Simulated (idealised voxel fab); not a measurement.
Process module name: voxel double patterning
Each square cell in cross-section cut measures 5 nm, and the section as a whole is 210 nm wide.
Square cells in a grid make up a cross-section in this document, and the grid is given as bands, listed from the top down, each one or more rows of cells.
Each band's line starts with the height of the band's top and of its bottom, in nm. Then come its materials from left to right, each with its width in nm. One material with "all across" fills the band from edge to edge. "blank" is empty space.
We count height from 0. Below that, the starting wafer is all one material. The lowest band never ends at the bottom but goes on down; see "from 0 down" for how that is written.
So if you see something like "30 to 40" for the width, read it as the top row of the band sitting at the first number and the bottom row at the second, with every row in between moving by the same amount as the last.
"no change occurred" for a step: no cell of the cross-section changed in that step.
Empty spaces counting at least 8 cells and having no open way to the top are listed in "Non-vented voids". The notation width x height at distance is used for each, the distance being from the left edge and all three values in nm.
Formally, on a step line, whatever follows the settings is a remark that the simulator itself makes on the step.
On any step carrying a mask, the "overlay nm" setting, if present on the step's line, tells how far right of its planned place the mask lay; negative values point to the left.

## The following list gives the planned process steps
1,RECEIVE, material Si
2,CONFORMAL_DEP, material SiO2, thk nm 5
3,DIRECTIONAL_DEP, material W, thk nm 20
4,DIRECTIONAL_DEP, material SiN, thk nm 10
5,DIRECTIONAL_DEP, material aC, thk nm 10
6,PATTERN, tone open, mask id FIRST, material resist, width nm 15, pitch nm 50, thk nm 30, overlay nm 0
7,DIRECTIONAL_ETCH, etch materials aC, depth nm 10
8,STRIP, etch materials resist
9,DIRECTIONAL_ETCH, etch materials SiN, depth nm 10
10,STRIP, etch materials aC
11,DIRECTIONAL_DEP, material aC, thk nm 15
12,PATTERN, tone open, mask id SECOND, material resist, width nm 15, thk nm 35, overlay nm 0
13,DIRECTIONAL_ETCH, etch materials aC, depth nm 15
14,STRIP, etch materials resist
15,DIRECTIONAL_ETCH, etch materials SiN, depth nm 10
16,STRIP, etch materials aC
17,DIRECTIONAL_ETCH, etch materials W, depth nm 20
18,STRIP, etch materials SiN

## The cross-section here shows the wafer as received, i.e. in its state after step 1
- from 0 down | Si all across
- Non-vented voids: none

## Starting structure and process plan are as shown above, but one mistake was made in running the module; the wafer cross-section at the end of the module follows
- from 25 to 5 | 70 blank; 15 W; 35 blank; 15 W; 75 blank
- from 5 to 0 | SiO2 all across
- from 0 down | Si all across
- Non-vented voids: none
Run error: planned and actual differ for step 6; actual: PATTERN, tone cover, mask id FIRST, material resist, width nm 15, pitch nm 50, thk nm 30, overlay nm 0
